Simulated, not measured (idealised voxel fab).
process module | voxel wiring stack
cross-section cut | 180 nm wide | cells 5 nm
A cross-section is a grid of square cells, given in bands from the top down. A band is one or more rows of cells.
Each band's line starts with the height of the band's top and of its bottom, in nm. Then come its materials from left to right, each with its width in nm. One material with "throughout" fills the band from edge to edge. "air" is empty space.
Height 0 is the level under which the wafer as received is all one material. The lowest band goes on downwards, as in "0 down".
A width such as "30 to 40" changes by the same amount from each row of cells to the next, from the band's top row to its bottom row.
"no change" after a step means that no cell of the cross-section changed.
closed voids: empty space of 8 cells or more with no open way to the top, each as width x height at its distance from the left edge, in nm
after a step's settings: what the simulator itself notes on the step
overlay nm, on a step with a mask: how far to the right of its planned place the mask lay; to the left if negative
plan
1 op RECEIVE | material Si
2 op CONFORMAL_DEP | material SiO2 | thk nm 15
3 op DIRECTIONAL_DEP | material TiN | thk nm 5
4 op DIRECTIONAL_DEP | material W | thk nm 20
5 op DIRECTIONAL_DEP | material aC | thk nm 10
6 op PATTERN | tone cover | mask id METAL_1 | material resist | width nm 30 | pitch nm 60 | thk nm 25 | overlay nm 0
7 op DIRECTIONAL_ETCH | etch materials aC | depth nm 10
8 op STRIP | etch materials resist
9 op DIRECTIONAL_ETCH | etch materials W | depth nm 10
10 op DIRECTIONAL_ETCH | etch materials TiN | depth nm 5
11 op STRIP | etch materials aC
12 op FILL_DEP | material lowk | thk nm 5
13 op CMP | height nm 40
14 op CONFORMAL_DEP | material SiCN | thk nm 5
15 op DIRECTIONAL_DEP | material SiO2 | thk nm 20
16 op DIRECTIONAL_DEP | material aC | thk nm 15
17 op PATTERN | tone open | mask id PLUG_1 | material resist | width nm 15 | pitch nm 60 | thk nm 35 | overlay nm 0
18 op DIRECTIONAL_ETCH | etch materials aC | depth nm 15
19 op STRIP | etch materials resist
20 op DIRECTIONAL_ETCH | etch materials SiO2 | depth nm 20
21 op DIRECTIONAL_ETCH | etch materials SiCN | depth nm 5
22 op STRIP | etch materials aC
23 op EPI | material Ru | thk nm 10
24 op EPI | material Ru | thk nm 10
25 op EPI | material Ru | thk nm 5
26 op DIRECTIONAL_DEP | material TiN | thk nm 5
27 op DIRECTIONAL_DEP | material Ru | thk nm 15
28 op MASKED_ETCH | tone cover | mask id METAL_2 | width nm 30 | pitch nm 60 | etch materials Ru | depth nm 15 | overlay nm 0
29 op MASKED_ETCH | tone cover | mask id METAL_2 | width nm 30 | pitch nm 60 | etch materials TiN | depth nm 5 | overlay nm 0
30 op CONFORMAL_DEP | material SiCN | thk nm 5
31 op FILL_DEP | material lowk | thk nm 5
32 op CMP | height nm 85
33 op CONFORMAL_DEP | material SiCN | thk nm 5
varied across the wafers: depth nm of step 9. The plan shows the first wafer's value. All wafers start alike
first wafer as received, after step 1
  0 down: Si throughout
  closed voids: none
first wafer at the end, after step 33
  90 to 85: SiCN throughout
  85 to 70: lowk 10 | SiCN 5 | Ru 30 | SiCN 5 | lowk 20 | SiCN 5 | Ru 30 | SiCN 5 | lowk 20 | SiCN 5 | Ru 30 | SiCN 5 | lowk 10
  70 to 65: SiCN 15 | TiN 30 | SiCN 30 | TiN 30 | SiCN 30 | TiN 30 | SiCN 15
  65 to 45: SiO2 15 | Ru 15 | SiO2 45 | Ru 15 | SiO2 45 | Ru 15 | SiO2 30
  45 to 40: SiCN 15 | Ru 15 | SiCN 45 | Ru 15 | SiCN 45 | Ru 15 | SiCN 30
  40 to 30: lowk 15 | W 30 | lowk 30 | W 30 | lowk 30 | W 30 | lowk 15
  30 to 20: W throughout
  20 to 15: TiN throughout
  15 to 0: SiO2 throughout
  0 down: Si throughout
  closed voids: none
last wafer at the end
  90 to 85: SiCN throughout
  85 to 70: lowk 10 | SiCN 5 | Ru 30 | SiCN 5 | lowk 20 | SiCN 5 | Ru 30 | SiCN 5 | lowk 20 | SiCN 5 | Ru 30 | SiCN 5 | lowk 10
  70 to 65: SiCN 15 | TiN 30 | SiCN 30 | TiN 30 | SiCN 30 | TiN 30 | SiCN 15
  65 to 45: SiO2 15 | Ru 15 | SiO2 45 | Ru 15 | SiO2 45 | Ru 15 | SiO2 30
  45 to 40: SiCN 15 | Ru 15 | SiCN 45 | Ru 15 | SiCN 45 | Ru 15 | SiCN 30
  40 to 20: lowk 15 | W 30 | lowk 30 | W 30 | lowk 30 | W 30 | lowk 15
  20 to 15: lowk 15 | TiN 30 | lowk 30 | TiN 30 | lowk 30 | TiN 30 | lowk 15
  15 to 0: SiO2 throughout
  0 down: Si throughout
  closed voids: none
each wafer at the end: cells of each material gained (+) or lost (-) since it was received, then its closed voids
depth nm 10 | +99 Ru | +99 SiCN | +216 SiO2 | +54 TiN | +108 W | +72 lowk | closed voids: none
depth nm 15 | +99 Ru | +99 SiCN | +216 SiO2 | +54 TiN | +90 W | +90 lowk | closed voids: none
depth nm 20 | +99 Ru | +99 SiCN | +216 SiO2 | +36 TiN | +72 W | +126 lowk | closed voids: none
depth nm 25 | +99 Ru | +99 SiCN | +216 SiO2 | +36 TiN | +72 W | +126 lowk | closed voids: none
depth nm 30 | +99 Ru | +99 SiCN | +216 SiO2 | +36 TiN | +72 W | +126 lowk | closed voids: none
depth nm 35 | +99 Ru | +99 SiCN | +216 SiO2 | +36 TiN | +72 W | +126 lowk | closed voids: none
